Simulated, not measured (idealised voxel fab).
process module | voxel local oxidation
cross-section cut | 140 nm wide | cells 5 nm
A cross-section is a grid of square cells, given in bands from the top down. A band is one or more rows of cells.
Each band's line starts with the height of the band's top and of its bottom, in nm. Then come its materials from left to right, each with its width in nm. One material with "throughout" fills the band from edge to edge. "air" is empty space.
Height 0 is the level under which the wafer as received is all one material. The lowest band goes on downwards, as in "0 down".
A width such as "30 to 40" changes by the same amount from each row of cells to the next, from the band's top row to its bottom row.
"no change" after a step means that no cell of the cross-section changed.
closed voids: empty space of 8 cells or more with no open way to the top, each as width x height at its distance from the left edge, in nm
after a step's settings: what the simulator itself notes on the step
overlay nm, on a step with a mask: how far to the right of its planned place the mask lay; to the left if negative
plan
1 op RECEIVE | material Si
2 op OXIDIZE | depth nm 5
3 op CONFORMAL_DEP | material SiN | thk nm 10
4 op PATTERN | tone cover | mask id ACTIVE | material resist | width nm 95 | thk nm 15 | overlay nm 0
5 op DIRECTIONAL_ETCH | etch materials SiN | depth nm 10
6 op STRIP | etch materials resist
7 op SELECTIVE_ETCH | etch materials SiO2 | depth nm 5
8 op OXIDIZE | depth nm 10
9 op STRIP | etch materials SiN
first wafer, as planned
as received, after step 1
  0 down: Si throughout
  closed voids: none
after step 2
  0 to -5: SiO2 throughout
  below -5: unchanged
after step 3
  10 to 0: SiN throughout
  below 0: unchanged
after step 4
  25 to 10: air 20 | resist 95 | air 25
  below 10: unchanged
after step 5
  25 to 10: air 20 | resist 95 | air 25
  10 to 0: air 20 | SiN 95 | air 25
  below 0: unchanged
after step 6
  10 to 0: air 20 | SiN 95 | air 25
  below 0: unchanged
after step 7
  10 to 0: air 20 | SiN 95 | air 25
  0 to -5: air 25 | SiO2 85 | air 30
  below -5: unchanged
after step 8
  10 to 0: air 20 | SiN 95 | air 25
  0 to -5: air 25 | SiO2 85 | air 30
  -5 to -15: SiO2 35 | Si 65 | SiO2 40
  below -15: unchanged
after step 9
  0 to -5: air 25 | SiO2 85 | air 30
  below -5: unchanged
second wafer: like start, like plan, one mistake. Through step 8 it matches the first wafer
when step 9 should have ended: no change
what went wrong: step 9 was left out
at the end the second wafer has, in cells: 38 more of SiN
